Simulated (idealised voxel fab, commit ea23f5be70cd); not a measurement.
The process module that follows is named voxel trench capacitor.
Displayed cross-section: cut, width of 245 nm, square cells sized 5 nm.
This document writes a cross-section as a grid whose cells are square, and gives it as bands, listed from the top down; one or more rows of cells form a band. Within each band entry, the heights of the top and of the bottom of the band appear first, in that order and in nm; the materials of the band then follow from left to right, each with its corresponding width in nm. The designation "everywhere" on a single material indicates that it fills the band from edge to edge; the designation "empty" indicates empty space. Heights are measured from 0, the level below which the as-received wafer is all one material; the lowest band has no bottom and continues downward, written as in "0 and below". Note: "30..40" means the width goes from the first number (top row of the band) to the second number (bottom row) in equal steps per row of cells. It should be understood that the words "all unchanged", when stated for a given step, signify that the cross-section underwent no change in any of its cells during that step. If an empty space has no open way to the top and is at least 8 cells in size, "Enclosed void entries" lists it, written width x height at distance, where distance is measured from the left edge and every value is in nm. Past the settings on a step's line: simulator remark, on that step. "overlay nm", when on a step's line for a step with a mask, measures how far to the right of its planned place the mask lay; a negative measure means to the left.

Steps planned for the process:
1: RECEIVE, material Si
2: CONFORMAL_DEP, material SiN, thk nm 5
3: DIRECTIONAL_DEP, material aC, thk nm 15
4: PATTERN, tone open, mask id TRENCH, material resist, width nm 15, pitch nm 35, thk nm 35, overlay nm 0
5: DIRECTIONAL_ETCH, etch materials aC, depth nm 15
6: STRIP, etch materials resist
7: DIRECTIONAL_ETCH, etch materials SiN, depth nm 5
8: DIRECTIONAL_ETCH, etch materials Si, depth nm 35
9: STRIP, etch materials aC
10: CONFORMAL_DEP, material SiO2, thk nm 5
11: FILL_DEP, material polySi, thk nm 10
12: CMP, height nm 5

As-received state of the wafer in cross-section, equivalent to post-step 1:
	0 and below  Si everywhere
	Enclosed void entries: none

Cross-section, first of two wafers, end of module, run as planned:
	5 down to 0  95 of SiN, then 5 of SiO2, then 5 of polySi, then 5 of SiO2, then 20 of SiN, then 5 of SiO2, then 5 of polySi, then 5 of SiO2, then 100 of SiN
	0 down to -30  95 of Si, then 5 of SiO2, then 5 of polySi, then 5 of SiO2, then 20 of Si, then 5 of SiO2, then 5 of polySi, then 5 of SiO2, then 100 of Si
	-30 down to -35  95 of Si, then 15 of SiO2, then 20 of Si, then 15 of SiO2, then 100 of Si
	-35 and below  Si everywhere
	Enclosed void entries: none

Module end: cross-section of wafer two of two. Same start and process plan as the first wafer. One mistake during execution:
	5 down to 0  95 of SiN, then 5 of SiO2, then 5 of polySi, then 5 of SiO2, then 20 of SiN, then 5 of SiO2, then 5 of polySi, then 5 of SiO2, then 100 of SiN
	0 down to -25  95 of Si, then 5 of SiO2, then 5 of polySi, then 5 of SiO2, then 20 of Si, then 5 of SiO2, then 5 of polySi, then 5 of SiO2, then 100 of Si
	-25 down to -30  95 of Si, then 15 of SiO2, then 20 of Si, then 15 of SiO2, then 100 of Si
	-30 and below  Si everywhere
	Enclosed void entries: none
The mistake made against the process plan was this: step 8 ran differently from the plan; actual operation with settings: DIRECTIONAL_ETCH, etch materials Si, depth nm 30
The second wafer ends with more or fewer cells of some materials than the first, per final count: Si: 6 more, SiO2: 4 fewer, polySi: 2 fewer
